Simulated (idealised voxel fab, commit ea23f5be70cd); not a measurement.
Process module, titled voxel self aligned vias
Square cell edge 5 nm, section width 205 nm, ID cut.
A cross-section in this document is a grid of square cells, and it is written down as bands, the top band listed before the ones below it; a band is made up of one or more rows of cells.
Band: top height; bottom height; in nm. Then, left to right: material with width in nm, for each material. "full width": a single material spanning edge to edge. "blank": empty space.
Heads up on the height convention: 0 is the point under which the incoming wafer is all one material, and the lowest band has no bottom, it just keeps going down, like "top 0, no bottom".
A width such as "30 to 40" changes by the same amount from each row of cells to the next, from the band's top row to its bottom row.
The designation "no alterations made", where it is given for a processing step, indicates that no cell of the cross-section was altered in the course of that step.
"Closed-off voids" specifies each empty space that is not open to the top and that occupies no fewer than 8 cells, using the form width x height at distance, the distance measured from the left edge and all three quantities in nm.
What comes after the settings on a step's line is commentary from the simulator itself on that step.
You can add "overlay nm" to a step's line. For a step with a mask, it describes how far the mask lay to the right of its planned position, and a negative number describes a lay to the left.
## So here's the lineup of process steps we planned
- 1: RECEIVE | material Si
- 2: CONFORMAL_DEP | material SiO2 | thk nm 10
- 3: CONFORMAL_DEP | material SiCN | thk nm 5
- 4: DIRECTIONAL_DEP | material lowk | thk nm 20
- 5: DIRECTIONAL_DEP | material aC | thk nm 10
- 6: PATTERN | tone open | mask id LINES | material resist | width nm 30 | pitch nm 80 | thk nm 30 | overlay nm 0
- 7: DIRECTIONAL_ETCH | etch materials aC | depth nm 10
- 8: STRIP | etch materials resist
- 9: DIRECTIONAL_ETCH | etch materials lowk | depth nm 20
- 10: STRIP | etch materials aC
- 11: CONFORMAL_DEP | material TiN | thk nm 5
- 12: FILL_DEP | material Ru | thk nm 5
- 13: CMP | height nm 35
- 14: SELECTIVE_ETCH | etch materials W Ru TiN | depth nm 10
- 15: FILL_DEP | material SiN | thk nm 10
- 16: CMP | height nm 35
- 17: DIRECTIONAL_DEP | material lowk | thk nm 15
- 18: DIRECTIONAL_DEP | material aC | thk nm 10
- 19: PATTERN | tone open | mask id VIAS | material resist | width nm 50 | thk nm 30 | overlay nm 0
- 20: DIRECTIONAL_ETCH | etch materials aC | depth nm 10
- 21: STRIP | etch materials resist
- 22: DIRECTIONAL_ETCH | etch materials lowk | depth nm 15
- 23: DIRECTIONAL_ETCH | etch materials SiN | depth nm 10
- 24: STRIP | etch materials aC
- 25: CONFORMAL_DEP | material TiN | thk nm 5
- 26: FILL_DEP | material W | thk nm 10
- 27: CMP | height nm 50
- 28: CONFORMAL_DEP | material SiN | thk nm 5
For clarity, it should be stated that the wafers under discussion commence in an identical condition and differ with respect to the thk nm of step 11, the plan indicating the value that the first wafer had.
## Cross-section of the first of several wafers as received (after step 1)
  top 0, no bottom | Si full width
  Closed-off voids: none
## The first of several wafers, seen in cross-section after the module's last step, step 28
  top 55, bottom 50 | SiN full width
  top 50, bottom 40 | lowk 35 nm / TiN 5 nm / W 40 nm / TiN 5 nm / lowk 120 nm
  top 40, bottom 35 | lowk 35 nm / TiN 15 nm / W 20 nm / TiN 15 nm / lowk 120 nm
  top 35, bottom 30 | lowk 45 nm / TiN 5 nm / W 20 nm / TiN 5 nm / lowk 50 nm / SiN 30 nm / lowk 50 nm
  top 30, bottom 25 | lowk 45 nm / TiN 30 nm / lowk 50 nm / SiN 30 nm / lowk 50 nm
  top 25, bottom 20 | lowk 45 nm / TiN 5 nm / Ru 20 nm / TiN 5 nm / lowk 50 nm / TiN 5 nm / Ru 20 nm / TiN 5 nm / lowk 50 nm
  top 20, bottom 15 | lowk 45 nm / TiN 30 nm / lowk 50 nm / TiN 30 nm / lowk 50 nm
  top 15, bottom 10 | SiCN full width
  top 10, bottom 0 | SiO2 full width
  top 0, no bottom | Si full width
  Closed-off voids: none
## The module's end: a cross-section of the last wafer
  top 55, bottom 50 | SiN full width
  top 50, bottom 40 | lowk 35 nm / TiN 5 nm / W 40 nm / TiN 5 nm / lowk 120 nm
  top 40, bottom 35 | lowk 35 nm / TiN 15 nm / W 20 nm / TiN 15 nm / lowk 120 nm
  top 35, bottom 30 | lowk 45 nm / TiN 5 nm / W 20 nm / TiN 5 nm / lowk 50 nm / SiN 30 nm / lowk 50 nm
  top 30, bottom 25 | lowk 45 nm / TiN 30 nm / lowk 50 nm / SiN 30 nm / lowk 50 nm
  top 25, bottom 15 | lowk 45 nm / TiN 30 nm / lowk 50 nm / TiN 30 nm / lowk 50 nm
  top 15, bottom 10 | SiCN full width
  top 10, bottom 0 | SiO2 full width
  top 0, no bottom | Si full width
  Closed-off voids: none
## The rows of the table below are wafers. Looking at the end of the module, a row counts, for every material, the cells the wafer has gained, shown as (+), or lost, shown as (-), since it was received; its closed voids come next
thk nm 5, +8 Ru, +41 SiCN, +53 SiN, +82 SiO2, +34 TiN, +24 W, +209 lowk, Closed-off voids: none
thk nm 10, +41 SiCN, +53 SiN, +82 SiO2, +42 TiN, +24 W, +209 lowk, Closed-off voids: none
thk nm 15, +41 SiCN, +53 SiN, +82 SiO2, +42 TiN, +24 W, +209 lowk, Closed-off voids: none
thk nm 20, +41 SiCN, +53 SiN, +82 SiO2, +42 TiN, +24 W, +209 lowk, Closed-off voids: none
